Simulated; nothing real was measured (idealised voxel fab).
The process module presented herein is designated voxel trench capacitor.
In the cross-section labelled cut, the width is 300 nm and each square cell is 5 nm.
In this document a cross-section is written as a grid of square cells. It is given as a series of bands, listed from the top down, and a band is one or more rows of cells. Within each band entry, the heights of the top and of the bottom of the band appear first, in that order and in nm; the materials of the band then follow from left to right, each with its corresponding width in nm. The designation "all across" on a single material indicates that it fills the band from edge to edge; the designation "blank" indicates empty space. Heads up on the height convention: 0 is the point under which the incoming wafer is all one material, and the lowest band has no bottom, it just keeps going down, like "0 nm and below". Quick explanation for "30 to 40": the width changes in equal steps down the rows of cells, from the first number in the band's top row to the second number in its bottom row. It should be understood that the words "no change", when stated for a given step, signify that the cross-section underwent no change in any of its cells during that step. Internal closed voids: empty space of 8 cells or more with no open way to the top, each as width x height at its distance from the left edge, in nm. Post-settings text on a step line: simulator's own remark regarding the step. If you see "overlay nm" on a step's line and that step has a mask, it's telling you how far right of where it was planned the mask ended up; a negative number means it went left instead.

# Intended process steps
1: RECEIVE,material Si
2: CONFORMAL_DEP,material SiN,thk nm 5
3: DIRECTIONAL_DEP,material aC,thk nm 10
4: PATTERN,tone open,mask id TRENCH,material resist,width nm 15,pitch nm 35,thk nm 25,overlay nm 0
5: DIRECTIONAL_ETCH,etch materials aC,depth nm 10
6: STRIP,etch materials resist
7: DIRECTIONAL_ETCH,etch materials SiN,depth nm 5
8: DIRECTIONAL_ETCH,etch materials Si,depth nm 40
9: STRIP,etch materials aC
10: CONFORMAL_DEP,material SiO2,thk nm 5
11: FILL_DEP,material polySi,thk nm 5
12: CMP,height nm 5

# Account of the first of two wafers, which was processed as intended

# as received, after step 1
* 0 nm and below  Si all across
* Internal closed voids: none

# after step 2
* 5 nm to 0 nm  SiN all across
* No changes below 0.

# after step 3
* 15 nm to 5 nm  aC all across
* No changes below 5.

# after step 4
* 40 nm to 15 nm  resist 90 nm, blank 15 nm, resist 20 nm, blank 15 nm, resist 20 nm, blank 15 nm, resist 20 nm, blank 15 nm, resist 90 nm
* No changes below 15.

# after step 5
* 30 nm to 15 nm  resist 90 nm, blank 15 nm, resist 20 nm, blank 15 nm, resist 20 nm, blank 15 nm, resist 20 nm, blank 15 nm, resist 90 nm
* 15 nm to 5 nm  aC 90 nm, blank 15 nm, aC 20 nm, blank 15 nm, aC 20 nm, blank 15 nm, aC 20 nm, blank 15 nm, aC 90 nm
* No changes below 5.

# after step 6
* 15 nm to 5 nm  aC 90 nm, blank 15 nm, aC 20 nm, blank 15 nm, aC 20 nm, blank 15 nm, aC 20 nm, blank 15 nm, aC 90 nm
* No changes below 5.

# after step 7
* 15 nm to 5 nm  aC 90 nm, blank 15 nm, aC 20 nm, blank 15 nm, aC 20 nm, blank 15 nm, aC 20 nm, blank 15 nm, aC 90 nm
* 5 nm to 0 nm  SiN 90 nm, blank 15 nm, SiN 20 nm, blank 15 nm, SiN 20 nm, blank 15 nm, SiN 20 nm, blank 15 nm, SiN 90 nm
* No changes below 0.

# after step 8
* 15 nm to 5 nm  aC 90 nm, blank 15 nm, aC 20 nm, blank 15 nm, aC 20 nm, blank 15 nm, aC 20 nm, blank 15 nm, aC 90 nm
* 5 nm to 0 nm  SiN 90 nm, blank 15 nm, SiN 20 nm, blank 15 nm, SiN 20 nm, blank 15 nm, SiN 20 nm, blank 15 nm, SiN 90 nm
* 0 nm to -40 nm  Si 90 nm, blank 15 nm, Si 20 nm, blank 15 nm, Si 20 nm, blank 15 nm, Si 20 nm, blank 15 nm, Si 90 nm
* No changes below -40.

# after step 9
* 5 nm to 0 nm  SiN 90 nm, blank 15 nm, SiN 20 nm, blank 15 nm, SiN 20 nm, blank 15 nm, SiN 20 nm, blank 15 nm, SiN 90 nm
* No changes below 0.

# after step 10
* 10 nm to 5 nm  SiO2 95 nm, blank 5 nm, SiO2 30 nm, blank 5 nm, SiO2 30 nm, blank 5 nm, SiO2 30 nm, blank 5 nm, SiO2 95 nm
* 5 nm to 0 nm  SiN 90 nm, SiO2 5 nm, blank 5 nm, SiO2 5 nm, SiN 20 nm, SiO2 5 nm, blank 5 nm, SiO2 5 nm, SiN 20 nm, SiO2 5 nm, blank 5 nm, SiO2 5 nm, SiN 20 nm, SiO2 5 nm, blank 5 nm, SiO2 5 nm, SiN 90 nm
* 0 nm to -35 nm  Si 90 nm, SiO2 5 nm, blank 5 nm, SiO2 5 nm, Si 20 nm, SiO2 5 nm, blank 5 nm, SiO2 5 nm, Si 20 nm, SiO2 5 nm, blank 5 nm, SiO2 5 nm, Si 20 nm, SiO2 5 nm, blank 5 nm, SiO2 5 nm, Si 90 nm
* -35 nm to -40 nm  Si 90 nm, SiO2 15 nm, Si 20 nm, SiO2 15 nm, Si 20 nm, SiO2 15 nm, Si 20 nm, SiO2 15 nm, Si 90 nm
* No changes below -40.

# after step 11
* 15 nm to 10 nm  polySi all across
* 10 nm to 5 nm  SiO2 95 nm, polySi 5 nm, SiO2 30 nm, polySi 5 nm, SiO2 30 nm, polySi 5 nm, SiO2 30 nm, polySi 5 nm, SiO2 95 nm
* 5 nm to 0 nm  SiN 90 nm, SiO2 5 nm, polySi 5 nm, SiO2 5 nm, SiN 20 nm, SiO2 5 nm, polySi 5 nm, SiO2 5 nm, SiN 20 nm, SiO2 5 nm, polySi 5 nm, SiO2 5 nm, SiN 20 nm, SiO2 5 nm, polySi 5 nm, SiO2 5 nm, SiN 90 nm
* 0 nm to -35 nm  Si 90 nm, SiO2 5 nm, polySi 5 nm, SiO2 5 nm, Si 20 nm, SiO2 5 nm, polySi 5 nm, SiO2 5 nm, Si 20 nm, SiO2 5 nm, polySi 5 nm, SiO2 5 nm, Si 20 nm, SiO2 5 nm, polySi 5 nm, SiO2 5 nm, Si 90 nm
* No changes below -35.

# after step 12
* 5 nm to 0 nm  SiN 90 nm, SiO2 5 nm, polySi 5 nm, SiO2 5 nm, SiN 20 nm, SiO2 5 nm, polySi 5 nm, SiO2 5 nm, SiN 20 nm, SiO2 5 nm, polySi 5 nm, SiO2 5 nm, SiN 20 nm, SiO2 5 nm, polySi 5 nm, SiO2 5 nm, SiN 90 nm
* No changes below 0.

# Second wafer, same starting conditions and recipe as the first, one mistake in executing it, nothing differs from the first up to and including step 3

# Second wafer cross-section, taken as of the time the plan sets for step 4 to be done
* 40 nm to 15 nm  resist 85 nm, blank 15 nm, resist 20 nm, blank 15 nm, resist 20 nm, blank 15 nm, resist 20 nm, blank 15 nm, resist 95 nm
* No changes below 15.

# Second wafer cross-section, taken as of the time the plan sets for step 5 to be done
* 30 nm to 15 nm  resist 85 nm, blank 15 nm, resist 20 nm, blank 15 nm, resist 20 nm, blank 15 nm, resist 20 nm, blank 15 nm, resist 95 nm
* 15 nm to 5 nm  aC 85 nm, blank 15 nm, aC 20 nm, blank 15 nm, aC 20 nm, blank 15 nm, aC 20 nm, blank 15 nm, aC 95 nm
* No changes below 5.

# Second wafer cross-section, taken as of the time the plan sets for step 6 to be done
* 15 nm to 5 nm  aC 85 nm, blank 15 nm, aC 20 nm, blank 15 nm, aC 20 nm, blank 15 nm, aC 20 nm, blank 15 nm, aC 95 nm
* No changes below 5.

# Second wafer cross-section, taken as of the time the plan sets for step 7 to be done
* 15 nm to 5 nm  aC 85 nm, blank 15 nm, aC 20 nm, blank 15 nm, aC 20 nm, blank 15 nm, aC 20 nm, blank 15 nm, aC 95 nm
* 5 nm to 0 nm  SiN 85 nm, blank 15 nm, SiN 20 nm, blank 15 nm, SiN 20 nm, blank 15 nm, SiN 20 nm, blank 15 nm, SiN 95 nm
* No changes below 0.

# Second wafer cross-section, taken as of the time the plan sets for step 8 to be done
* 15 nm to 5 nm  aC 85 nm, blank 15 nm, aC 20 nm, blank 15 nm, aC 20 nm, blank 15 nm, aC 20 nm, blank 15 nm, aC 95 nm
* 5 nm to 0 nm  SiN 85 nm, blank 15 nm, SiN 20 nm, blank 15 nm, SiN 20 nm, blank 15 nm, SiN 20 nm, blank 15 nm, SiN 95 nm
* 0 nm to -40 nm  Si 85 nm, blank 15 nm, Si 20 nm, blank 15 nm, Si 20 nm, blank 15 nm, Si 20 nm, blank 15 nm, Si 95 nm
* No changes below -40.

# Second wafer cross-section, taken as of the time the plan sets for step 9 to be done
* 5 nm to 0 nm  SiN 85 nm, blank 15 nm, SiN 20 nm, blank 15 nm, SiN 20 nm, blank 15 nm, SiN 20 nm, blank 15 nm, SiN 95 nm
* No changes below 0.

# Second wafer cross-section, taken as of the time the plan sets for step 10 to be done
* 10 nm to 5 nm  SiO2 90 nm, blank 5 nm, SiO2 30 nm, blank 5 nm, SiO2 30 nm, blank 5 nm, SiO2 30 nm, blank 5 nm, SiO2 100 nm
* 5 nm to 0 nm  SiN 85 nm, SiO2 5 nm, blank 5 nm, SiO2 5 nm, SiN 20 nm, SiO2 5 nm, blank 5 nm, SiO2 5 nm, SiN 20 nm, SiO2 5 nm, blank 5 nm, SiO2 5 nm, SiN 20 nm, SiO2 5 nm, blank 5 nm, SiO2 5 nm, SiN 95 nm
* 0 nm to -35 nm  Si 85 nm, SiO2 5 nm, blank 5 nm, SiO2 5 nm, Si 20 nm, SiO2 5 nm, blank 5 nm, SiO2 5 nm, Si 20 nm, SiO2 5 nm, blank 5 nm, SiO2 5 nm, Si 20 nm, SiO2 5 nm, blank 5 nm, SiO2 5 nm, Si 95 nm
* -35 nm to -40 nm  Si 85 nm, SiO2 15 nm, Si 20 nm, SiO2 15 nm, Si 20 nm, SiO2 15 nm, Si 20 nm, SiO2 15 nm, Si 95 nm
* No changes below -40.

# Second wafer cross-section, taken as of the time the plan sets for step 11 to be done
* 15 nm to 10 nm  polySi all across
* 10 nm to 5 nm  SiO2 90 nm, polySi 5 nm, SiO2 30 nm, polySi 5 nm, SiO2 30 nm, polySi 5 nm, SiO2 30 nm, polySi 5 nm, SiO2 100 nm
* 5 nm to 0 nm  SiN 85 nm, SiO2 5 nm, polySi 5 nm, SiO2 5 nm, SiN 20 nm, SiO2 5 nm, polySi 5 nm, SiO2 5 nm, SiN 20 nm, SiO2 5 nm, polySi 5 nm, SiO2 5 nm, SiN 20 nm, SiO2 5 nm, polySi 5 nm, SiO2 5 nm, SiN 95 nm
* 0 nm to -35 nm  Si 85 nm, SiO2 5 nm, polySi 5 nm, SiO2 5 nm, Si 20 nm, SiO2 5 nm, polySi 5 nm, SiO2 5 nm, Si 20 nm, SiO2 5 nm, polySi 5 nm, SiO2 5 nm, Si 20 nm, SiO2 5 nm, polySi 5 nm, SiO2 5 nm, Si 95 nm
* No changes below -35.

# Second wafer cross-section, taken as of the time the plan sets for step 12 to be done
* 5 nm to 0 nm  SiN 85 nm, SiO2 5 nm, polySi 5 nm, SiO2 5 nm, SiN 20 nm, SiO2 5 nm, polySi 5 nm, SiO2 5 nm, SiN 20 nm, SiO2 5 nm, polySi 5 nm, SiO2 5 nm, SiN 20 nm, SiO2 5 nm, polySi 5 nm, SiO2 5 nm, SiN 95 nm
* No changes below 0.
Here's what went sideways: step 4 deviated from plan and actually ran as PATTERN,tone open,mask id TRENCH,material resist,width nm 15,pitch nm 35,thk nm 25,overlay nm -5
Final wafers compared: equal cell tally per material, rearranged layout.
